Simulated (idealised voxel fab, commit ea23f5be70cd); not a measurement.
The process module that follows is named voxel self aligned contacts.
FYI the section here is cut, 150 nm wide, cells are 5 nm squares.
If you're reading a cross-section in this doc, picture square cells in a grid; it comes to you as bands, top ones listed first down to the bottom, and a band can be one or more rows of cells.
A band entry consists of two parts. The first gives the height of the band's top and the height of its bottom, in nm. The rest lists the band's materials from left to right, each with its width in nm. A single material labelled with the word "everywhere" fills the band from edge to edge, and the word "empty" marks empty space.
Heights are reckoned from 0. Under this level, the received wafer is all of one material. The bottommost band is open-ended downward, for example "z 0 and below".
Top row gets the first number, bottom row gets the second, and each row in between changes by the same step: that is how a band width like "30..40" works.
Given "all unchanged" for a step, no cell of the cross-section differs between before and after that step.
Enclosed voids (no open way to top), threshold 8 cells or more, entry "Entrapped voids", notation width x height at distance, distance from left edge, nm.
On each step's line, the part that comes after the settings is the simulator's own comment on the step.
The line of a step may include "overlay nm". On a step with a mask, this value is how far to the right of its planned place the mask lay. A negative value means the mask lay to the left.
# The process steps that were planned are listed below
1,RECEIVE | material Si
2,OXIDIZE | depth nm 5
3,DIRECTIONAL_DEP | material polySi | thk nm 30
4,DIRECTIONAL_DEP | material SiN | thk nm 20
5,MASKED_ETCH | tone cover | mask id GATE | width nm 35 | pitch nm 70 | etch materials SiN | depth nm 20 | overlay nm 0
6,MASKED_ETCH | tone cover | mask id GATE | width nm 35 | pitch nm 70 | etch materials polySi | depth nm 30 | overlay nm 0
7,CONFORMAL_DEP | material SiN | thk nm 5
8,DIRECTIONAL_ETCH | etch materials SiN | depth nm 5
9,FILL_DEP | material SiO2 | thk nm 15
10,CMP | height nm 60
11,PATTERN | tone open | mask id CONTACT | material resist | width nm 45 | thk nm 20 | overlay nm 0
12,DIRECTIONAL_ETCH | etch materials SiO2 | depth nm 65
13,STRIP | etch materials resist
14,CONFORMAL_DEP | material TiN | thk nm 5
15,FILL_DEP | material Ru | thk nm 10
16,CMP | height nm 60
17,CONFORMAL_DEP | material SiN | thk nm 5
# First of two wafers - as planned
# Cross-section of the wafer as it came to us, i.e., already through step 1
	z 0 and below | Si everywhere
	Entrapped voids: none
# Wafer xsec, post step 2
	z 0 to -5 | SiO2 everywhere
	Below -5, the layers are the same as they were.
# Wafer xsec, post step 3
	z 30 to 0 | polySi everywhere
	Below 0, the layers are the same as they were.
# Wafer xsec, post step 4
	z 50 to 30 | SiN everywhere
	Below 30, the layers are the same as they were.
# Wafer xsec, post step 5
	z 50 to 30 | empty 20 nm | SiN 35 nm | empty 35 nm | SiN 35 nm | empty 25 nm
	Below 30, the layers are the same as they were.
# Wafer xsec, post step 6
	z 50 to 30 | empty 20 nm | SiN 35 nm | empty 35 nm | SiN 35 nm | empty 25 nm
	z 30 to 0 | empty 20 nm | polySi 35 nm | empty 35 nm | polySi 35 nm | empty 25 nm
	Below 0, the layers are the same as they were.
# Wafer xsec, post step 7
	z 55 to 30 | empty 15 nm | SiN 45 nm | empty 25 nm | SiN 45 nm | empty 20 nm
	z 30 to 5 | empty 15 nm | SiN 5 nm | polySi 35 nm | SiN 5 nm | empty 25 nm | SiN 5 nm | polySi 35 nm | SiN 5 nm | empty 20 nm
	z 5 to 0 | SiN 20 nm | polySi 35 nm | SiN 35 nm | polySi 35 nm | SiN 25 nm
	Below 0, the layers are the same as they were.
# Wafer xsec, post step 8
	z 50 to 30 | empty 15 nm | SiN 45 nm | empty 25 nm | SiN 45 nm | empty 20 nm
	z 30 to 0 | empty 15 nm | SiN 5 nm | polySi 35 nm | SiN 5 nm | empty 25 nm | SiN 5 nm | polySi 35 nm | SiN 5 nm | empty 20 nm
	Below 0, the layers are the same as they were.
# Wafer xsec, post step 9
	z 65 to 50 | SiO2 everywhere
	z 50 to 30 | SiO2 15 nm | SiN 45 nm | SiO2 25 nm | SiN 45 nm | SiO2 20 nm
	z 30 to 0 | SiO2 15 nm | SiN 5 nm | polySi 35 nm | SiN 5 nm | SiO2 25 nm | SiN 5 nm | polySi 35 nm | SiN 5 nm | SiO2 20 nm
	Below 0, the layers are the same as they were.
# Wafer xsec, post step 10
	z 60 to 50 | SiO2 everywhere
	Below 50, the layers are the same as they were.
# Wafer xsec, post step 11
	z 80 to 60 | resist 50 nm | empty 45 nm | resist 55 nm
	Below 60, the layers are the same as they were.
# Wafer xsec, post step 12
	z 80 to 60 | resist 50 nm | empty 45 nm | resist 55 nm
	z 60 to 50 | SiO2 50 nm | empty 45 nm | SiO2 55 nm
	z 50 to 30 | SiO2 15 nm | SiN 45 nm | empty 25 nm | SiN 45 nm | SiO2 20 nm
	z 30 to 0 | SiO2 15 nm | SiN 5 nm | polySi 35 nm | SiN 5 nm | empty 25 nm | SiN 5 nm | polySi 35 nm | SiN 5 nm | SiO2 20 nm
	z 0 to -5 | SiO2 60 nm | empty 25 nm | SiO2 65 nm
	Below -5, the layers are the same as they were.
# Wafer xsec, post step 13
	z 60 to 50 | SiO2 50 nm | empty 45 nm | SiO2 55 nm
	Below 50, the layers are the same as they were.
# Wafer xsec, post step 14
	z 65 to 60 | TiN 55 nm | empty 35 nm | TiN 60 nm
	z 60 to 50 | SiO2 50 nm | TiN 5..15 nm | empty 35..15 nm | TiN 5..15 nm | SiO2 55 nm
	z 50 to 30 | SiO2 15 nm | SiN 45 nm | TiN 5 nm | empty 15 nm | TiN 5 nm | SiN 45 nm | SiO2 20 nm
	z 30 to 0 | SiO2 15 nm | SiN 5 nm | polySi 35 nm | SiN 5 nm | TiN 5 nm | empty 15 nm | TiN 5 nm | SiN 5 nm | polySi 35 nm | SiN 5 nm | SiO2 20 nm
	z 0 to -5 | SiO2 60 nm | TiN 25 nm | SiO2 65 nm
	Below -5, the layers are the same as they were.
# Wafer xsec, post step 15
	z 75 to 65 | Ru everywhere
	z 65 to 60 | TiN 55 nm | Ru 35 nm | TiN 60 nm
	z 60 to 50 | SiO2 50 nm | TiN 5..15 nm | Ru 35..15 nm | TiN 5..15 nm | SiO2 55 nm
	z 50 to 30 | SiO2 15 nm | SiN 45 nm | TiN 5 nm | Ru 15 nm | TiN 5 nm | SiN 45 nm | SiO2 20 nm
	z 30 to 0 | SiO2 15 nm | SiN 5 nm | polySi 35 nm | SiN 5 nm | TiN 5 nm | Ru 15 nm | TiN 5 nm | SiN 5 nm | polySi 35 nm | SiN 5 nm | SiO2 20 nm
	Below 0, the layers are the same as they were.
# Wafer xsec, post step 16
	z 60 to 50 | SiO2 50 nm | TiN 5..15 nm | Ru 35..15 nm | TiN 5..15 nm | SiO2 55 nm
	Below 50, the layers are the same as they were.
# Wafer xsec, post step 17
	z 65 to 60 | SiN everywhere
	Below 60, the layers are the same as they were.
# Now the other wafer: same start, same recipe, but we messed up one thing when running it. Up to and including step 3 it's the same as the first one
# Planned end of step 4: second wafer, cross-section
	z 70 to 30 | SiN everywhere
	Below 30, the layers are the same as they were.
# Planned end of step 5: second wafer, cross-section
	z 70 to 50 | empty 20 nm | SiN 35 nm | empty 35 nm | SiN 35 nm | empty 25 nm
	Below 50, the layers are the same as they were.
Planned end of step 6: second wafer, cross-section: all unchanged
# Planned end of step 7: second wafer, cross-section
	z 75 to 55 | empty 15 nm | SiN 45 nm | empty 25 nm | SiN 45 nm | empty 20 nm
	z 55 to 30 | SiN everywhere
	Below 30, the layers are the same as they were.
# Planned end of step 8: second wafer, cross-section
	z 70 to 50 | empty 15 nm | SiN 45 nm | empty 25 nm | SiN 45 nm | empty 20 nm
	Below 50, the layers are the same as they were.
# Planned end of step 9: second wafer, cross-section
	z 85 to 70 | SiO2 everywhere
	z 70 to 50 | SiO2 15 nm | SiN 45 nm | SiO2 25 nm | SiN 45 nm | SiO2 20 nm
	Below 50, the layers are the same as they were.
# Planned end of step 10: second wafer, cross-section
	z 60 to 50 | SiO2 15 nm | SiN 45 nm | SiO2 25 nm | SiN 45 nm | SiO2 20 nm
	Below 50, the layers are the same as they were.
# Planned end of step 11: second wafer, cross-section
	z 80 to 60 | resist 50 nm | empty 45 nm | resist 55 nm
	Below 60, the layers are the same as they were.
# Planned end of step 12: second wafer, cross-section
	z 80 to 60 | resist 50 nm | empty 45 nm | resist 55 nm
	z 60 to 50 | SiO2 15 nm | SiN 45 nm | empty 25 nm | SiN 45 nm | SiO2 20 nm
	Below 50, the layers are the same as they were.
# Planned end of step 13: second wafer, cross-section
	z 60 to 50 | SiO2 15 nm | SiN 45 nm | empty 25 nm | SiN 45 nm | SiO2 20 nm
	Below 50, the layers are the same as they were.
# Planned end of step 14: second wafer, cross-section
	z 65 to 60 | TiN 65 nm | empty 15 nm | TiN 70 nm
	z 60 to 55 | SiO2 15 nm | SiN 45 nm | TiN 5 nm | empty 15 nm | TiN 5 nm | SiN 45 nm | SiO2 20 nm
	z 55 to 50 | SiO2 15 nm | SiN 45 nm | TiN 25 nm | SiN 45 nm | SiO2 20 nm
	Below 50, the layers are the same as they were.
# Planned end of step 15: second wafer, cross-section
	z 75 to 65 | Ru everywhere
	z 65 to 60 | TiN 65 nm | Ru 15 nm | TiN 70 nm
	z 60 to 55 | SiO2 15 nm | SiN 45 nm | TiN 5 nm | Ru 15 nm | TiN 5 nm | SiN 45 nm | SiO2 20 nm
	Below 55, the layers are the same as they were.
# Planned end of step 16: second wafer, cross-section
	z 60 to 55 | SiO2 15 nm | SiN 45 nm | TiN 5 nm | Ru 15 nm | TiN 5 nm | SiN 45 nm | SiO2 20 nm
	Below 55, the layers are the same as they were.
# Planned end of step 17: second wafer, cross-section
	z 65 to 60 | SiN everywhere
	Below 60, the layers are the same as they were.
Against the plan, the run slipped here: step 4 of the plan was carried out twice
Final cells, second wafer relative to first, materials higher or lower: Ru -37; SiN +60; SiO2 -93; TiN -26; polySi +96
